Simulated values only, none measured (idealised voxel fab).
process module | voxel released beams
cross-section cut | 295 nm wide | cells 5 nm
A cross-section is a grid of square cells, given in bands from the top down. A band is one or more rows of cells.
Each band's line starts with the height of the band's top and of its bottom, in nm. Then come its materials from left to right, each with its width in nm. One material with "throughout" fills the band from edge to edge. "air" is empty space.
Height 0 is the level under which the wafer as received is all one material. The lowest band goes on downwards, as in "0 down".
A width such as "30 to 40" changes by the same amount from each row of cells to the next, from the band's top row to its bottom row.
"no change" after a step means that no cell of the cross-section changed.
closed voids: empty space of 8 cells or more with no open way to the top, each as width x height at its distance from the left edge, in nm
after a step's settings: what the simulator itself notes on the step
overlay nm, on a step with a mask: how far to the right of its planned place the mask lay; to the left if negative
plan
1 op RECEIVE | material Si
2 op CONFORMAL_DEP | material Al2O3 | thk nm 5
3 op DIRECTIONAL_DEP | material SiO2 | thk nm 15
4 op DIRECTIONAL_DEP | material aC | thk nm 15
5 op PATTERN | tone open | mask id ANCHOR | material resist | width nm 40 | thk nm 35 | overlay nm 0
6 op DIRECTIONAL_ETCH | etch materials aC | depth nm 15
7 op STRIP | etch materials resist
8 op DIRECTIONAL_ETCH | etch materials SiO2 | depth nm 15
9 op STRIP | etch materials aC
10 op CONFORMAL_DEP | material SiN | thk nm 15
11 op DIRECTIONAL_DEP | material aC | thk nm 15
12 op PATTERN | tone cover | mask id BEAM | material resist | width nm 95 | thk nm 30 | overlay nm 0
13 op DIRECTIONAL_ETCH | etch materials aC | depth nm 15
14 op STRIP | etch materials resist
15 op DIRECTIONAL_ETCH | etch materials SiN | depth nm 15
16 op STRIP | etch materials aC
17 op STRIP | etch materials SiO2
first wafer, as planned
as received, after step 1
  0 down: Si throughout
  closed voids: none
after step 2
  5 to 0: Al2O3 throughout
  below 0: unchanged
after step 3
  20 to 5: SiO2 throughout
  below 5: unchanged
after step 4
  35 to 20: aC throughout
  below 20: unchanged
after step 5
  70 to 35: resist 100 | air 40 | resist 155
  below 35: unchanged
after step 6
  55 to 35: resist 100 | air 40 | resist 155
  35 to 20: aC 100 | air 40 | aC 155
  below 20: unchanged
after step 7
  35 to 20: aC 100 | air 40 | aC 155
  below 20: unchanged
after step 8
  35 to 20: aC 100 | air 40 | aC 155
  20 to 5: SiO2 100 | air 40 | SiO2 155
  below 5: unchanged
after step 9
  20 to 5: SiO2 100 | air 40 | SiO2 155
  below 5: unchanged
after step 10
  35 to 20: SiN 115 | air 10 | SiN 170
  20 to 5: SiO2 100 | SiN 40 | SiO2 155
  below 5: unchanged
after step 11
  50 to 35: aC 115 | air 10 | aC 170
  35 to 20: SiN 115 | aC 10 | SiN 170
  below 20: unchanged
after step 12
  80 to 50: air 95 | resist 95 | air 105
  50 to 35: aC 115 | resist 10 | aC 170
  below 35: unchanged
after step 13
  65 to 50: air 95 | resist 95 | air 105
  50 to 35: air 95 | aC 20 | resist 10 | aC 65 | air 105
  below 35: unchanged
after step 14
  50 to 35: air 95 | aC 20 | air 10 | aC 65 | air 105
  below 35: unchanged
after step 15
  50 to 35: air 95 | aC 20 | air 10 | aC 65 | air 105
  35 to 20: air 95 | SiN 20 | aC 10 | SiN 65 | air 105
  below 20: unchanged
after step 16
  35 to 20: air 95 | SiN 20 | air 10 | SiN 65 | air 105
  below 20: unchanged
after step 17
  35 to 20: air 95 | SiN 20 | air 10 | SiN 65 | air 105
  20 to 5: air 100 | SiN 40 | air 155
  below 5: unchanged
second wafer: like start, like plan, one mistake. Through step 4 it matches the first wafer
when step 5 should have ended
  70 to 35: air 100 | resist 40 | air 155
  below 35: unchanged
when step 6 should have ended
  55 to 35: air 100 | resist 40 | air 155
  35 to 20: air 100 | aC 40 | air 155
  below 20: unchanged
when step 7 should have ended
  35 to 20: air 100 | aC 40 | air 155
  below 20: unchanged
when step 8 should have ended
  35 to 20: air 100 | aC 40 | air 155
  20 to 5: air 100 | SiO2 40 | air 155
  below 5: unchanged
when step 9 should have ended
  20 to 5: air 100 | SiO2 40 | air 155
  below 5: unchanged
when step 10 should have ended
  35 to 20: air 85 | SiN 70 | air 140
  20 to 5: SiN 100 | SiO2 40 | SiN 155
  below 5: unchanged
when step 11 should have ended
  50 to 35: air 85 | aC 70 | air 140
  35 to 20: aC 85 | SiN 70 | aC 140
  below 20: unchanged
when step 12 should have ended
  80 to 50: air 95 | resist 95 | air 105
  50 to 35: air 85 | aC 70 | resist 35 | air 105
  below 35: unchanged
when step 13 should have ended
  65 to 50: air 95 | resist 95 | air 105
  50 to 35: air 95 | aC 60 | resist 35 | air 105
  35 to 20: air 85 | SiN 70 | aC 35 | air 105
  below 20: unchanged
when step 14 should have ended
  50 to 35: air 95 | aC 60 | air 140
  below 35: unchanged
when step 15 should have ended
  50 to 35: air 95 | aC 60 | air 140
  35 to 20: air 95 | SiN 60 | aC 35 | air 105
  20 to 5: air 85 | SiN 15 | SiO2 40 | SiN 50 | air 105
  below 5: unchanged
when step 16 should have ended
  35 to 20: air 95 | SiN 60 | air 140
  below 20: unchanged
when step 17 should have ended: no change
what went wrong: step 5 ran as: op PATTERN | tone cover | mask id ANCHOR | material resist | width nm 40 | thk nm 35 | overlay nm 0
at the end the second wafer has, in cells: 24 more of SiO2
